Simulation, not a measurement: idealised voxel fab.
process module | voxel quadruple lines
cross-section cut | 155 nm wide | cells 5 nm
A cross-section is a grid of square cells, given in bands from the top down. A band is one or more rows of cells.
Each band's line starts with the height of the band's top and of its bottom, in nm. Then come its materials from left to right, each with its width in nm. One material with "throughout" fills the band from edge to edge. "air" is empty space.
Height 0 is the level under which the wafer as received is all one material. The lowest band goes on downwards, as in "0 down".
A width such as "30 to 40" changes by the same amount from each row of cells to the next, from the band's top row to its bottom row.
"no change" after a step means that no cell of the cross-section changed.
closed voids: empty space of 8 cells or more with no open way to the top, each as width x height at its distance from the left edge, in nm
after a step's settings: what the simulator itself notes on the step
overlay nm, on a step with a mask: how far to the right of its planned place the mask lay; to the left if negative
plan
1 op RECEIVE | material Si
2 op CONFORMAL_DEP | material SiO2 | thk nm 5
3 op DIRECTIONAL_DEP | material W | thk nm 10
4 op DIRECTIONAL_DEP | material polySi | thk nm 15
5 op DIRECTIONAL_DEP | material aC | thk nm 20
6 op PATTERN | tone cover | mask id MANDREL | material resist | width nm 35 | thk nm 30 | overlay nm -15
7 op DIRECTIONAL_ETCH | etch materials aC | depth nm 20
8 op STRIP | etch materials resist
9 op CONFORMAL_DEP | material SiO2 | thk nm 15
10 op DIRECTIONAL_ETCH | etch materials SiO2 | depth nm 15
11 op STRIP | etch materials aC
12 op DIRECTIONAL_ETCH | etch materials polySi | depth nm 15
13 op STRIP | etch materials SiO2
14 op CONFORMAL_DEP | material SiCN | thk nm 10
15 op DIRECTIONAL_ETCH | etch materials SiCN | depth nm 10
16 op STRIP | etch materials polySi
17 op DIRECTIONAL_ETCH | etch materials W | depth nm 10
18 op STRIP | etch materials SiCN
varied across the wafers: overlay nm of step 6. The plan shows the first wafer's value. All wafers start alike
first wafer as received, after step 1
  0 down: Si throughout
  closed voids: none
each wafer at the end: cells of each material gained (+) or lost (-) since it was received, then its closed voids
overlay nm -15 | +31 SiO2 | +16 W | closed voids: none
overlay nm -10 | +31 SiO2 | +16 W | closed voids: none
overlay nm -5 | +31 SiO2 | +16 W | closed voids: none
overlay nm 0 | +31 SiO2 | +16 W | closed voids: none
overlay nm 5 | +31 SiO2 | +16 W | closed voids: none
overlay nm 10 | +31 SiO2 | +16 W | closed voids: none
overlay nm 15 | +31 SiO2 | +16 W | closed voids: none
